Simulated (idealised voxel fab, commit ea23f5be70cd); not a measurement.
Process module in this document: voxel released beams
Xsec cut, 155 nm wide, square cell size 5 nm.
We lay out every cross-section as a grid of square cells and spell it out in bands from the top down, where one band means one or more rows of cells. Quick guide to a band line: top height, bottom height (nm) up front; then every material left to right with its width in nm. Only one material and it's marked "everywhere"? Then it fills the band edge to edge. And "air" just means empty space. It should be noted that heights are counted from 0, beneath which the wafer as supplied is of one material throughout, and that the lowest band possesses no lower boundary but continues downward, as written in "0 -> down". Width: "30->40" (first number = top row, second number = bottom row, same change from row to row of cells). For the purposes of this document, the phrase "identical to before" attached to a step denotes that no cell within the cross-section was modified by that step. Empty spaces counting at least 8 cells and having no open way to the top are listed in "Enclosed void list". The notation width x height at distance is used for each, the distance being from the left edge and all three values in nm. Read whatever lies past the settings on a step's line as the simulator's own remark about the step. overlay nm: on a step with a mask, how far right of its planned place the mask lay; negative means left.

### These are the steps we planned for the process
1 RECEIVE with material Si
2 CONFORMAL_DEP with material SiN, thk nm 5
3 DIRECTIONAL_DEP with material SiO2, thk nm 15
4 MASKED_ETCH with tone open, mask id ANCHOR, width nm 35, etch materials SiO2, depth nm 15, overlay nm 0
5 CONFORMAL_DEP with material W, thk nm 15
6 DIRECTIONAL_DEP with material aC, thk nm 15
7 PATTERN with tone cover, mask id BEAM, material resist, width nm 90, thk nm 30, overlay nm 0
8 DIRECTIONAL_ETCH with etch materials aC, depth nm 15
9 STRIP with etch materials resist
10 DIRECTIONAL_ETCH with etch materials W, depth nm 15
11 STRIP with etch materials aC
12 STRIP with etch materials SiO2
What sets these wafers apart? The thk nm at step 2. They all start alike, and the plan carries the first wafer's value.

### First wafer of several, as received: cross-section after step 1
	0 -> down = Si everywhere
	Enclosed void list: none

### End-of-module cross-section, first of several wafers, after last step 12
	35 -> 20 = air 30 nm | W 20 nm | air 5 nm | W 65 nm | air 35 nm
	20 -> 5 = air 35 nm | W 35 nm | air 85 nm
	5 -> 0 = SiN everywhere
	0 -> down = Si everywhere
	Enclosed void list: none

### Last wafer of the set, cross-sectioned at end of module
	50 -> 35 = air 30 nm | W 20 nm | air 5 nm | W 65 nm | air 35 nm
	35 -> 20 = air 35 nm | W 35 nm | air 85 nm
	20 -> 0 = SiN everywhere
	0 -> down = Si everywhere
	Enclosed void list: none

### each wafer at the end: cells of each material gained (+) or lost (-) since it was received, then its closed voids
thk nm 5; +31 SiN; +72 W; Enclosed void list: none
thk nm 10; +62 SiN; +72 W; Enclosed void list: none
thk nm 15; +93 SiN; +72 W; Enclosed void list: none
thk nm 20; +124 SiN; +72 W; Enclosed void list: none
